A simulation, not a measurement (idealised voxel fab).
Module name: voxel self aligned vias (process module)
Square cells of 5 nm make up the cross-section cut, whose width is 285 nm.
Cross-sections here: square-cell grids, written as top-down lists of bands, a band being one or more rows of cells. Band: top height; bottom height; in nm. Then, left to right: material with width in nm, for each material. "all across": a single material spanning edge to edge. "air": empty space. Basically, 0 is our baseline, since under it the wafer straight out of the box is all one material. The bottom band has no lower end and keeps on going down, so it looks like "0..down". With a width like "30..40", each row of cells in the band differs from the next by the same amount, the top row carrying the first number and the bottom row the second. The cross-section has no changed cell in any step marked "stayed the same". The entry titled "Fully enclosed voids" provides the empty spaces that have no open way to the top, restricted to those of 8 cells or more. Each is presented as width x height at distance, the distance being measured from the left edge, with all three in nm. Text after the settings on a step's line: the simulator's own remark on that step. You can add "overlay nm" to a step's line. For a step with a mask, it describes how far the mask lay to the right of its planned position, and a negative number describes a lay to the left.
Listed below are the process steps as planned:
1) RECEIVE: material Si
2) CONFORMAL_DEP: material SiO2, thk nm 10
3) CONFORMAL_DEP: material SiCN, thk nm 5
4) DIRECTIONAL_DEP: material lowk, thk nm 25
5) MASKED_ETCH: tone open, mask id LINES, width nm 20, pitch nm 45, etch materials lowk, depth nm 25, overlay nm 0
6) CONFORMAL_DEP: material TiN, thk nm 5
7) FILL_DEP: material W, thk nm 10
8) CMP: height nm 40
9) SELECTIVE_ETCH: etch materials W Ru TiN, depth nm 5
10) FILL_DEP: material SiN, thk nm 5
11) CMP: height nm 40
12) DIRECTIONAL_DEP: material lowk, thk nm 20
13) DIRECTIONAL_DEP: material aC, thk nm 10
14) PATTERN: tone open, mask id VIAS, material resist, width nm 30, pitch nm 90, thk nm 30, overlay nm 0
15) DIRECTIONAL_ETCH: etch materials aC, depth nm 10
16) STRIP: etch materials resist
17) DIRECTIONAL_ETCH: etch materials lowk, depth nm 20
18) DIRECTIONAL_ETCH: etch materials SiN, depth nm 5
19) STRIP: etch materials aC
20) CONFORMAL_DEP: material TiN, thk nm 5
21) FILL_DEP: material Ru, thk nm 5
22) CMP: height nm 60
23) CONFORMAL_DEP: material SiCN, thk nm 5
Cross-section of the wafer upon arrival, representing the state reached after step 1:
0..down | Si all across
Fully enclosed voids: none
Post-module cross-section: identical start and plan to those above, one misstep in execution:
65..60 | SiCN all across
60..40 | lowk=80, TiN=5, Ru=20, TiN=5, lowk=60, TiN=5, Ru=20, TiN=5, lowk=85
40..35 | SiN=80, TiN=30, SiN=60, TiN=30, SiN=85
35..30 | TiN=90, W=10, TiN=35, W=10, TiN=35, W=10, TiN=95
30..10 | lowk=85, TiN=5, W=10, TiN=5, lowk=25, TiN=5, W=10, TiN=5, lowk=25, TiN=5, W=10, TiN=5, lowk=90
10..5 | lowk=85, TiN=20, lowk=25, TiN=20, lowk=25, TiN=20, lowk=90
5..0 | SiCN all across
0..down | Si all across
Fully enclosed voids: none
What was the processing mistake? skipped: plan step 2 (never run)
